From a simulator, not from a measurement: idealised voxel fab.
process module | voxel self aligned vias
cross-section cut | 250 nm wide | cells 5 nm
A cross-section is a grid of square cells, given in bands from the top down. A band is one or more rows of cells.
Each band's line starts with the height of the band's top and of its bottom, in nm. Then come its materials from left to right, each with its width in nm. One material with "throughout" fills the band from edge to edge. "air" is empty space.
Height 0 is the level under which the wafer as received is all one material. The lowest band goes on downwards, as in "0 down".
A width such as "30 to 40" changes by the same amount from each row of cells to the next, from the band's top row to its bottom row.
"no change" after a step means that no cell of the cross-section changed.
closed voids: empty space of 8 cells or more with no open way to the top, each as width x height at its distance from the left edge, in nm
after a step's settings: what the simulator itself notes on the step
overlay nm, on a step with a mask: how far to the right of its planned place the mask lay; to the left if negative
plan
1 op RECEIVE | material Si
2 op CONFORMAL_DEP | material SiO2 | thk nm 10
3 op CONFORMAL_DEP | material SiCN | thk nm 5
4 op DIRECTIONAL_DEP | material lowk | thk nm 25
5 op PATTERN | tone open | mask id LINES | material resist | width nm 30 | pitch nm 65 | thk nm 15 | overlay nm 0
6 op DIRECTIONAL_ETCH | etch materials lowk | depth nm 25
7 op STRIP | etch materials resist
8 op CONFORMAL_DEP | material TiN | thk nm 5
9 op FILL_DEP | material Ru | thk nm 10
10 op CMP | height nm 40
11 op SELECTIVE_ETCH | etch materials W Ru TiN | depth nm 10
12 op FILL_DEP | material SiN | thk nm 10
13 op CMP | height nm 40
14 op DIRECTIONAL_DEP | material lowk | thk nm 15
15 op PATTERN | tone open | mask id VIAS | material resist | width nm 50 | pitch nm 65 | thk nm 20 | overlay nm 0
16 op DIRECTIONAL_ETCH | etch materials lowk | depth nm 15
17 op DIRECTIONAL_ETCH | etch materials SiN | depth nm 10
18 op STRIP | etch materials resist
19 op CONFORMAL_DEP | material TiN | thk nm 5
20 op FILL_DEP | material W | thk nm 5
21 op CMP | height nm 55
22 op CONFORMAL_DEP | material SiN | thk nm 5
as received, after step 1
  0 down: Si throughout
  closed voids: none
first wafer at the end, as planned
  60 to 55: SiN throughout
  55 to 45: lowk 35 | TiN 5 | W 40 | TiN 5 | lowk 15 | TiN 5 | W 40 | TiN 5 | lowk 15 | TiN 5 | W 40 | TiN 5 | lowk 35
  45 to 35: lowk 35 to 45 | TiN 15 to 5 | W 20 | TiN 15 to 5 | lowk 15 to 35 | TiN 15 to 5 | W 20 | TiN 15 to 5 | lowk 15 to 35 | TiN 15 to 5 | W 20 | TiN 15 to 5 | lowk 35 to 45
  35 to 30: lowk 45 | TiN 30 | lowk 35 | TiN 30 | lowk 35 | TiN 30 | lowk 45
  30 to 20: lowk 45 | TiN 5 | Ru 20 | TiN 5 | lowk 35 | TiN 5 | Ru 20 | TiN 5 | lowk 35 | TiN 5 | Ru 20 | TiN 5 | lowk 45
  20 to 15: lowk 45 | TiN 30 | lowk 35 | TiN 30 | lowk 35 | TiN 30 | lowk 45
  15 to 10: SiCN throughout
  10 to 0: SiO2 throughout
  0 down: Si throughout
  closed voids: none
second wafer at the end: like start, like plan, one mistake
  60 to 55: SiN throughout
  55 to 40: lowk 35 | TiN 5 | W 40 | TiN 5 | lowk 15 | TiN 5 | W 40 | TiN 5 | lowk 15 | TiN 5 | W 40 | TiN 5 | lowk 35
  40 to 35: SiN 35 | TiN 5 | W 40 | TiN 5 | SiN 15 | TiN 5 | W 40 | TiN 5 | SiN 15 | TiN 5 | W 40 | TiN 5 | SiN 35
  35 to 30: SiN 35 | TiN 50 | SiN 15 | TiN 50 | SiN 15 | TiN 50 | SiN 35
  30 to 20: lowk 45 | SiN 30 | lowk 35 | SiN 30 | lowk 35 | SiN 30 | lowk 45
  20 to 15: lowk 45 | TiN 30 | lowk 35 | TiN 30 | lowk 35 | TiN 30 | lowk 45
  15 to 10: SiCN throughout
  10 to 0: SiO2 throughout
  0 down: Si throughout
  closed voids: none
what went wrong: step 10 ran as: op CMP | height nm 30
at the end the second wafer has, in cells: 24 fewer of Ru | 76 more of SiN | 12 fewer of TiN | 24 more of W | 64 fewer of lowk
